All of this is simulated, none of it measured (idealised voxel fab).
process module | voxel capacitor over wiring
cross-section cut | 210 nm wide | cells 5 nm
A cross-section is a grid of square cells, given in bands from the top down. A band is one or more rows of cells.
Each band's line starts with the height of the band's top and of its bottom, in nm. Then come its materials from left to right, each with its width in nm. One material with "throughout" fills the band from edge to edge. "air" is empty space.
Height 0 is the level under which the wafer as received is all one material. The lowest band goes on downwards, as in "0 down".
A width such as "30 to 40" changes by the same amount from each row of cells to the next, from the band's top row to its bottom row.
"no change" after a step means that no cell of the cross-section changed.
closed voids: empty space of 8 cells or more with no open way to the top, each as width x height at its distance from the left edge, in nm
after a step's settings: what the simulator itself notes on the step
overlay nm, on a step with a mask: how far to the right of its planned place the mask lay; to the left if negative
plan
1 op RECEIVE | material Si
2 op CONFORMAL_DEP | material SiO2 | thk nm 10
3 op CONFORMAL_DEP | material SiCN | thk nm 5
4 op DIRECTIONAL_DEP | material lowk | thk nm 15
5 op MASKED_ETCH | tone open | mask id METAL_1 | width nm 30 | pitch nm 95 | etch materials lowk | depth nm 15 | overlay nm 0
6 op MASKED_ETCH | tone open | mask id METAL_1 | width nm 30 | pitch nm 95 | etch materials SiCN | depth nm 5 | overlay nm 0
7 op CONFORMAL_DEP | material TiN | thk nm 5
8 op FILL_DEP | material Ru | thk nm 5
9 op CMP | height nm 30
10 op CONFORMAL_DEP | material SiCN | thk nm 5
11 op DIRECTIONAL_DEP | material lowk | thk nm 15
12 op PATTERN | tone open | mask id PLUG_1 | material resist | width nm 15 | thk nm 15 | overlay nm 0
13 op DIRECTIONAL_ETCH | etch materials lowk | depth nm 15
14 op DIRECTIONAL_ETCH | etch materials SiCN | depth nm 5
15 op STRIP | etch materials resist
16 op CONFORMAL_DEP | material TiN | thk nm 5
17 op FILL_DEP | material Ru | thk nm 10
18 op CMP | height nm 50
19 op DIRECTIONAL_DEP | material TiN | thk nm 5
20 op DIRECTIONAL_DEP | material Al2O3 | thk nm 5
21 op DIRECTIONAL_DEP | material TiN | thk nm 5
22 op PATTERN | tone cover | mask id UPPER_PLATE | material resist | width nm 70 | thk nm 20 | overlay nm 0
23 op DIRECTIONAL_ETCH | etch materials TiN | depth nm 5
24 op DIRECTIONAL_ETCH | etch materials Al2O3 | depth nm 5
25 op STRIP | etch materials resist
26 op MASKED_ETCH | tone cover | mask id LOWER_PLATE | width nm 80 | etch materials TiN | depth nm 5 | overlay nm 0
27 op FILL_DEP | material SiO2 | thk nm 15
28 op CMP | height nm 75
29 op MASKED_ETCH | tone open | mask id PLUG_2 | width nm 15 | etch materials SiO2 | depth nm 10 | overlay nm 0
30 op CONFORMAL_DEP | material TiN | thk nm 5
31 op FILL_DEP | material W | thk nm 10
32 op CMP | height nm 75
33 op CONFORMAL_DEP | material SiCN | thk nm 5
as received, after step 1
  0 down: Si throughout
  closed voids: none
first wafer at the end, as planned
  80 to 75: SiCN throughout
  75 to 70: SiO2 65 | TiN 5 | W 5 | TiN 5 | SiO2 130
  70 to 60: SiO2 65 to 55 | TiN 15 to 70 | SiO2 130 to 85
  60 to 55: SiO2 55 | Al2O3 70 | SiO2 85
  55 to 50: SiO2 50 | TiN 80 | SiO2 80
  50 to 35: lowk 55 | TiN 5 | Ru 5 | TiN 5 | lowk 140
  35 to 30: SiCN 55 | TiN 15 | SiCN 140
  30 to 15: lowk 40 | TiN 5 | Ru 20 | TiN 5 | lowk 65 | TiN 5 | Ru 20 | TiN 5 | lowk 45
  15 to 10: SiCN 40 | TiN 30 | SiCN 65 | TiN 30 | SiCN 45
  10 to 0: SiO2 throughout
  0 down: Si throughout
  closed voids: none
second wafer at the end: like start, like plan, one mistake
  80 to 75: SiCN throughout
  75 to 70: SiO2 65 | TiN 5 | W 5 | TiN 5 | SiO2 130
  70 to 60: SiO2 65 to 55 | TiN 15 to 70 | SiO2 130 to 85
  60 to 55: SiO2 55 | Al2O3 70 | SiO2 85
  55 to 50: SiO2 50 | TiN 80 | SiO2 80
  50 to 35: lowk 50 | TiN 5 | Ru 15 | TiN 5 | lowk 135
  35 to 30: SiCN 50 | TiN 25 | SiCN 135
  30 to 15: lowk 40 | TiN 5 | Ru 20 | TiN 5 | lowk 65 | TiN 5 | Ru 20 | TiN 5 | lowk 45
  15 to 10: SiCN 40 | TiN 30 | SiCN 65 | TiN 30 | SiCN 45
  10 to 0: SiO2 throughout
  0 down: Si throughout
  closed voids: none
what went wrong: step 12 ran as: op PATTERN | tone open | mask id PLUG_1 | material resist | width nm 25 | thk nm 15 | overlay nm 0
at the end the second wafer has, in cells: 6 more of Ru | 2 fewer of SiCN | 2 more of TiN | 6 fewer of lowk
